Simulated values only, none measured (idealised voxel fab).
process module | voxel self aligned contacts
cross-section cut | 285 nm wide | cells 5 nm
A cross-section is a grid of square cells, given in bands from the top down. A band is one or more rows of cells.
Each band's line starts with the height of the band's top and of its bottom, in nm. Then come its materials from left to right, each with its width in nm. One material with "throughout" fills the band from edge to edge. "air" is empty space.
Height 0 is the level under which the wafer as received is all one material. The lowest band goes on downwards, as in "0 down".
A width such as "30 to 40" changes by the same amount from each row of cells to the next, from the band's top row to its bottom row.
"no change" after a step means that no cell of the cross-section changed.
closed voids: empty space of 8 cells or more with no open way to the top, each as width x height at its distance from the left edge, in nm
after a step's settings: what the simulator itself notes on the step
overlay nm, on a step with a mask: how far to the right of its planned place the mask lay; to the left if negative
plan
1 op RECEIVE | material Si
2 op OXIDIZE | depth nm 5
3 op DIRECTIONAL_DEP | material polySi | thk nm 30
4 op DIRECTIONAL_DEP | material SiN | thk nm 20
5 op MASKED_ETCH | tone cover | mask id GATE | width nm 25 | pitch nm 70 | etch materials SiN | depth nm 20 | overlay nm 0
6 op MASKED_ETCH | tone cover | mask id GATE | width nm 25 | pitch nm 70 | etch materials polySi | depth nm 30 | overlay nm 0
7 op CONFORMAL_DEP | material SiN | thk nm 10
8 op DIRECTIONAL_ETCH | etch materials SiN | depth nm 10
9 op FILL_DEP | material SiO2 | thk nm 20
10 op CMP | height nm 60
11 op DIRECTIONAL_DEP | material aC | thk nm 10
12 op PATTERN | tone open | mask id CONTACT | material resist | width nm 55 | pitch nm 70 | thk nm 30 | overlay nm 0
13 op DIRECTIONAL_ETCH | etch materials aC | depth nm 10
14 op STRIP | etch materials resist
15 op DIRECTIONAL_ETCH | etch materials SiO2 | depth nm 65
16 op STRIP | etch materials aC
17 op CONFORMAL_DEP | material TiN | thk nm 5
18 op FILL_DEP | material W | thk nm 10
19 op CMP | height nm 60
20 op CONFORMAL_DEP | material SiN | thk nm 5
as received, after step 1
  0 down: Si throughout
  closed voids: none
first wafer at the end, as planned
  65 to 60: SiN throughout
  60 to 50: SiO2 80 | TiN 5 to 20 | W 45 to 15 | TiN 5 to 20 | SiO2 15 | TiN 5 to 20 | W 45 to 15 | TiN 5 to 20 | SiO2 80
  50 to 30: SiO2 50 | SiN 45 | TiN 5 | W 15 | TiN 5 | SiN 45 | TiN 5 | W 15 | TiN 5 | SiN 45 | SiO2 50
  30 to 0: SiO2 50 | SiN 10 | polySi 25 | SiN 10 | TiN 5 | W 15 | TiN 5 | SiN 10 | polySi 25 | SiN 10 | TiN 5 | W 15 | TiN 5 | SiN 10 | polySi 25 | SiN 10 | SiO2 50
  0 to -5: SiO2 95 | TiN 25 | SiO2 45 | TiN 25 | SiO2 95
  -5 down: Si throughout
  closed voids: none
second wafer at the end: like start, like plan, one mistake
  65 to 60: SiN throughout
  60 to 35: SiO2 50 | SiN 10 | polySi 25 | SiN 10 | TiN 5 | W 15 | TiN 5 | SiN 10 | polySi 25 | SiN 10 | TiN 5 | W 15 | TiN 5 | SiN 10 | polySi 25 | SiN 10 | SiO2 50
  35 to 30: SiO2 50 | SiN 10 | polySi 25 | SiN 10 | TiN 25 | SiN 10 | polySi 25 | SiN 10 | TiN 25 | SiN 10 | polySi 25 | SiN 10 | SiO2 50
  30 to 0: polySi throughout
  0 to -5: SiO2 throughout
  -5 down: Si throughout
  closed voids: none
what went wrong: step 3 was run twice
at the end the second wafer has, in cells: 108 fewer of SiN | 140 fewer of SiO2 | 40 fewer of TiN | 54 fewer of W | 342 more of polySi
